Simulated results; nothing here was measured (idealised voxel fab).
Presented below is a process module, voxel released beams.
This is section cut - it's 245 nm across, gridded in 5 nm square cells.
A cross-section is written here as square cells arranged in a grid, and it is given in bands from the top down, each band taking up one or more rows of cells.
Top height, bottom height, nm. Materials left to right, width each, nm. Single material + "edge to edge" = fills band edge to edge. "blank" = empty.
For the purposes of this specification, 0 denotes the height below which the wafer in its as-received condition is composed wholly of one material, and the lowermost band, lacking a lower limit, extends downward without end, as expressed in "0 nm and below".
Width: "30 to 40" (first number = top row, second number = bottom row, same change from row to row of cells).
What does "all unchanged" mean for a step? It means no cell of the cross-section changed in that step.
In "Sealed cavities" the enclosed voids are listed, meaning empty spaces of 8 cells or larger without any opening to the top. The form is width x height at distance, distance from the left edge, units nm.
Where a step's line continues beyond its settings, the continuation is a remark by the simulator itself on that step.
The optional step-line setting "overlay nm" applies to steps with a mask and quantifies how far to the right of its planned location the mask lay, a negative value indicating leftward placement.
So here's the lineup of process steps we planned
1: RECEIVE, material Si
2: CONFORMAL_DEP, material Al2O3, thk nm 10
3: DIRECTIONAL_DEP, material SiO2, thk nm 10
4: DIRECTIONAL_DEP, material aC, thk nm 10
5: PATTERN, tone open, mask id ANCHOR, material resist, width nm 35, thk nm 25, overlay nm 0
6: DIRECTIONAL_ETCH, etch materials aC, depth nm 10
7: STRIP, etch materials resist
8: DIRECTIONAL_ETCH, etch materials SiO2, depth nm 10
9: STRIP, etch materials aC
10: CONFORMAL_DEP, material W, thk nm 15
11: DIRECTIONAL_DEP, material aC, thk nm 15
12: PATTERN, tone cover, mask id BEAM, material resist, width nm 105, thk nm 30, overlay nm 0
13: DIRECTIONAL_ETCH, etch materials aC, depth nm 15
14: STRIP, etch materials resist
15: DIRECTIONAL_ETCH, etch materials W, depth nm 15
16: STRIP, etch materials aC
17: STRIP, etch materials SiO2
Delivered wafer in cross-section: state after step 1
0 nm and below = Si edge to edge
Sealed cavities: none
The following cross-section depicts the wafer upon conclusion of the module. Processing commenced from the starting condition illustrated above and adhered to the plan illustrated above, save for one mistake in execution
35 nm to 25 nm = blank 70, W 15, blank 5, W 75, blank 80
25 nm to 20 nm = blank 70, W 95, blank 80
20 nm to 10 nm = blank 70, W 35, blank 140
10 nm to 0 nm = Al2O3 edge to edge
0 nm and below = Si edge to edge
Sealed cavities: none
It is concluded that the wafer was processed incorrectly with respect to the plan, in that off-plan run, step 12, actual operation and settings PATTERN, tone cover, mask id BEAM, material resist, width nm 95, thk nm 30, overlay nm 0
